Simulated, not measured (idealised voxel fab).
Title: Process Module voxel ribs on slabs
It is cross-section cut that appears here, measuring 220 nm in width, its square cells being 5 nm in size.
A cross-section is a grid of square cells, given in bands from the top down. A band is one or more rows of cells.
Basically the band line says how high the top is and how high the bottom is, in nm, and then what's in it from left to right, every material with its width in nm. Empty space shows up as "empty", and if a single material carries "everywhere" it runs the full band edge to edge.
Heights from 0 (as-received wafer is one material below). Bottom band endless downward, as "0 nm and below".
Note: "30 to 40" means the width goes from the first number (top row of the band) to the second number (bottom row) in equal steps per row of cells.
The designation "no modifications", where it is given for a processing step, indicates that no cell of the cross-section was altered in the course of that step.
Voids not open to the top, 8 cells minimum: see "Enclosed voids". Written width x height at distance; distance is from the left edge; nm.
If you see something after the settings on a step's line, that's the simulator's own remark about that step.
Among the settings permitted on a step's line is "overlay nm"; applied to a step with a mask, it specifies the extent to which the mask lay to the right of its planned position, whereas a negative figure signifies a position to the left.
**Below is the list of planned process steps**
| 1 | RECEIVE, material Si |
| 2 | DIRECTIONAL_DEP, material SiO2, thk nm 30 |
| 3 | DIRECTIONAL_DEP, material polySi, thk nm 15 |
| 4 | MASKED_ETCH, tone cover, mask id RIB, width nm 15, etch materials polySi, depth nm 10, overlay nm 0 |
| 5 | MASKED_ETCH, tone cover, mask id SLAB, width nm 65, etch materials polySi, depth nm 5, overlay nm 0 |
| 6 | FILL_DEP, material SiO2, thk nm 25 |
| 7 | CMP, height nm 65 |
| 8 | DIRECTIONAL_DEP, material TiN, thk nm 10 |
| 9 | PATTERN, tone cover, mask id HEATER, material resist, width nm 25, thk nm 20, overlay nm 0 |
| 10 | DIRECTIONAL_ETCH, etch materials TiN, depth nm 10 |
| 11 | STRIP, etch materials resist |
| 12 | CONFORMAL_DEP, material SiO2, thk nm 5 |
**Received-state cross-section, reflecting completion of step 1**
* 0 nm and below: Si everywhere
* Enclosed voids: none
**Cross-section, end of module. Start: as above. Plan: as above. Execution: one mistake**
* 75 nm to 70 nm: empty 90 nm, SiO2 35 nm, empty 95 nm
* 70 nm to 65 nm: empty 90 nm, SiO2 5 nm, TiN 25 nm, SiO2 5 nm, empty 95 nm
* 65 nm to 60 nm: SiO2 95 nm, TiN 25 nm, SiO2 100 nm
* 60 nm to 45 nm: SiO2 everywhere
* 45 nm to 35 nm: SiO2 100 nm, polySi 15 nm, SiO2 105 nm
* 35 nm to 30 nm: SiO2 75 nm, polySi 65 nm, SiO2 80 nm
* 30 nm to 0 nm: SiO2 everywhere
* 0 nm and below: Si everywhere
* Enclosed voids: none
Against the plan, the run slipped here: rather than as planned, step 7 actually ran as CMP, height nm 60
